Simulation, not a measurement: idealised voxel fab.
This section sets out a process module, namely voxel air gaps.
210 nm wide, 5 nm square cells: that's cross-section cut.
In what follows, cross-sections appear as grids of square cells, described through bands that run from the top down, where every band is one or more rows of cells. Per band: top height and bottom height in nm, followed by the left-to-right materials and their widths in nm; "edge to edge" marks a single material spanning edge to edge, "blank" marks empty space. Where do heights start? At 0: under that level the wafer as delivered is made of one material only. And the lowest band has no floor; it just carries on downward, as in "0 nm and below". The width entry "30->40" should be interpreted row by row: the top row of cells in the band takes the first number, the bottom row takes the second number, and the change between adjacent rows is uniform throughout. What does "stayed the same" mean for a step? It means no cell of the cross-section changed in that step. "Enclosed void list": empty spaces of 8 cells or more with no open way to the top, each given as width x height at distance, distance from the left edge, all in nm. It should be noted that, on the line of a given step, the content following the step's settings is a remark produced by the simulator itself with respect to that step. What "overlay nm" on a step's line means: if the step has a mask, that mask lay this far to the right of its planned place, or, when the value is negative, to the left.

LIST OF PLANNED PROCESS STEPS
- 1: RECEIVE | material Si
- 2: CONFORMAL_DEP | material SiO2 | thk nm 15
- 3: CONFORMAL_DEP | material SiN | thk nm 5
- 4: DIRECTIONAL_DEP | material SiO2 | thk nm 40
- 5: PATTERN | tone open | mask id LINES | material resist | width nm 15 | pitch nm 45 | thk nm 20 | overlay nm 0
- 6: DIRECTIONAL_ETCH | etch materials SiO2 | depth nm 40
- 7: STRIP | etch materials resist
- 8: CONFORMAL_DEP | material TiN | thk nm 5
- 9: FILL_DEP | material W | thk nm 5
- 10: CMP | height nm 60
- 11: EPI | material Ru | thk nm 10
- 12: SELECTIVE_ETCH | etch materials SiO2 | depth nm 50
- 13: CONFORMAL_DEP | material SiN | thk nm 5
The wafers in this document start out alike and differ in the width nm applied at step 5; the plan shows the value used for the first wafer.

THE FIRST OF SEVERAL WAFERS IN CROSS-SECTION, EXACTLY AS IT REACHED US AFTER STEP 1
	0 nm and below | Si edge to edge
	Enclosed void list: none

CROSS-SECTION OF THE FIRST OF SEVERAL WAFERS ONCE THE MODULE HAS RUN THROUGH ITS LAST STEP, STEP 13
	75 nm to 70 nm | blank (15); SiN (180); blank (15)
	70 nm to 60 nm | blank (15); SiN (5); Ru (35); SiN (10); Ru (35); SiN (10); Ru (35); SiN (10); Ru (35); SiN (5); blank (15)
	60 nm to 55 nm | blank (15); SiN (15); TiN (5); W (5); TiN (5); SiN (30); TiN (5); W (5); TiN (5); SiN (30); TiN (5); W (5); TiN (5); SiN (30); TiN (5); W (5); TiN (5); SiN (15); blank (15)
	55 nm to 25 nm | blank (25); SiN (5); TiN (5); W (5); TiN (5); SiN (5); blank (20); SiN (5); TiN (5); W (5); TiN (5); SiN (5); blank (20); SiN (5); TiN (5); W (5); TiN (5); SiN (5); blank (20); SiN (5); TiN (5); W (5); TiN (5); SiN (5); blank (25)
	25 nm to 20 nm | SiN (30); TiN (15); SiN (30); TiN (15); SiN (30); TiN (15); SiN (30); TiN (15); SiN (30)
	20 nm to 15 nm | SiN edge to edge
	15 nm to 0 nm | SiO2 edge to edge
	0 nm and below | Si edge to edge
	Enclosed void list: 20 x 30 at 50; 20 x 30 at 95; 20 x 30 at 140

SHOWING THE LAST WAFER IN CROSS-SECTION AT THE END OF THE MODULE
	75 nm to 70 nm | blank (10); SiN (195); blank (5)
	70 nm to 60 nm | blank (10); SiN (5); Ru (185); SiN (5); blank (5)
	60 nm to 55 nm | blank (10); SiN (15); TiN (5); W (20); TiN (5); SiO2 (15); TiN (5); W (20); TiN (5); SiO2 (15); TiN (5); W (20); TiN (5); SiO2 (15); TiN (5); W (20); TiN (5); SiN (15); blank (5)
	55 nm to 25 nm | blank (20); SiN (5); TiN (5); W (20); TiN (5); SiO2 (15); TiN (5); W (20); TiN (5); SiO2 (15); TiN (5); W (20); TiN (5); SiO2 (15); TiN (5); W (20); TiN (5); SiN (5); blank (15)
	25 nm to 20 nm | SiN (25); TiN (30); SiO2 (15); TiN (30); SiO2 (15); TiN (30); SiO2 (15); TiN (30); SiN (20)
	20 nm to 15 nm | SiN edge to edge
	15 nm to 0 nm | SiO2 edge to edge
	0 nm and below | Si edge to edge
	Enclosed void list: none

HEADS UP, THIS TABLE GOES WAFER BY WAFER. A ROW TELLS YOU, AT THE END OF THE MODULE, HOW MANY CELLS OF EACH MATERIAL THAT WAFER HAS PUT ON (+) OR DROPPED (-) SINCE IT WAS RECEIVED, AND THEN ITS CLOSED VOIDS
width nm 15; +56 Ru; +196 SiN; +126 SiO2; +68 TiN; +28 W; Enclosed void list: 20 x 30 at 50; 20 x 30 at 95; 20 x 30 at 140
width nm 20; +64 Ru; +184 SiN; +126 SiO2; +72 TiN; +56 W; Enclosed void list: 15 x 30 at 55; 15 x 30 at 100; 15 x 30 at 145
width nm 25; +72 Ru; +112 SiN; +222 SiO2; +76 TiN; +84 W; Enclosed void list: none
width nm 30; +74 Ru; +112 SiN; +198 SiO2; +80 TiN; +112 W; Enclosed void list: none
